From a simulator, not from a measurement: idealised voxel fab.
Documented hereafter: the process module known as voxel tone inversion.
The width of the displayed cross-section, cut, is 180 nm; its cells are square, with a size of 5 nm.
A cross-section is written here as square cells arranged in a grid, and it is given in bands from the top down, each band taking up one or more rows of cells.
For a band, the entry starts with two heights in nm, that of the top and then that of the bottom, and carries on with the band's materials in order from left to right, each alongside its width in nm; the word "everywhere" beside a single material means it fills the band edge to edge, and "empty" means empty space.
Heads up on the height convention: 0 is the point under which the incoming wafer is all one material, and the lowest band has no bottom, it just keeps going down, like "top 0, no bottom".
It should be noted that a width expressed as "30->40" varies in equal increments from row to row of cells within the band, taking the value of the first number at the top row and that of the second number at the bottom row.
The cross-section has no changed cell in any step marked "no modification".
"Closed cavity list" enumerates empty spaces isolated from the top, with no open way to it, that contain at least 8 cells, giving each as width x height at distance from the left edge, all three in nm.
The remark found on a step's line after its settings is issued by the simulator itself and pertains to that step.
On any step carrying a mask, the "overlay nm" setting, if present on the step's line, tells how far right of its planned place the mask lay; negative values point to the left.
### The process steps that were planned are listed below
- 1: op RECEIVE | material Si
- 2: op CONFORMAL_DEP | material SiCN | thk nm 5
- 3: op DIRECTIONAL_DEP | material aC | thk nm 15
- 4: op PATTERN | tone cover | mask id POSTS | material resist | width nm 15 | pitch nm 35 | thk nm 20 | overlay nm 0
- 5: op DIRECTIONAL_ETCH | etch materials aC | depth nm 15
- 6: op STRIP | etch materials resist
- 7: op FILL_DEP | material SiO2 | thk nm 10
- 8: op CMP | height nm 20
- 9: op STRIP | etch materials aC
- 10: op CONFORMAL_DEP | material TiN | thk nm 5
- 11: op FILL_DEP | material Ru | thk nm 5
- 12: op CMP | height nm 20
- 13: op CONFORMAL_DEP | material SiCN | thk nm 5
### So this is the incoming wafer in cross-section - it's already been through step 1
  top 0, no bottom = Si everywhere
  Closed cavity list: none
### Run as planned - first of the two wafers cross-sectioned at the end of the module
  top 25, bottom 20 = SiCN everywhere
  top 20, bottom 10 = SiO2=45 | TiN=5 | Ru=5 | TiN=5 | SiO2=20 | TiN=5 | Ru=5 | TiN=5 | SiO2=20 | TiN=5 | Ru=5 | TiN=5 | SiO2=50
  top 10, bottom 5 = SiO2=45 | TiN=15 | SiO2=20 | TiN=15 | SiO2=20 | TiN=15 | SiO2=50
  top 5, bottom 0 = SiCN everywhere
  top 0, no bottom = Si everywhere
  Closed cavity list: none
### Cross-section at end of module for the second wafer of two, which matched the first in starting point and plan and differed by one mistake in its processing
  top 25, bottom 20 = SiCN everywhere
  top 20, bottom 15 = Ru everywhere
  top 15, bottom 10 = TiN=50 | Ru=5 | TiN=30 | Ru=5 | TiN=30 | Ru=5 | TiN=55
  top 10, bottom 5 = SiO2=45 | TiN=15 | SiO2=20 | TiN=15 | SiO2=20 | TiN=15 | SiO2=50
  top 5, bottom 0 = SiCN everywhere
  top 0, no bottom = Si everywhere
  Closed cavity list: none
what went wrong: step 8 ran with different settings than intended, the actual operation and settings being op CMP | height nm 10
Heads up, by the end the second wafer has more or fewer cells of some materials compared to the first: Ru: 33 more | SiO2: 54 fewer | TiN: 21 more
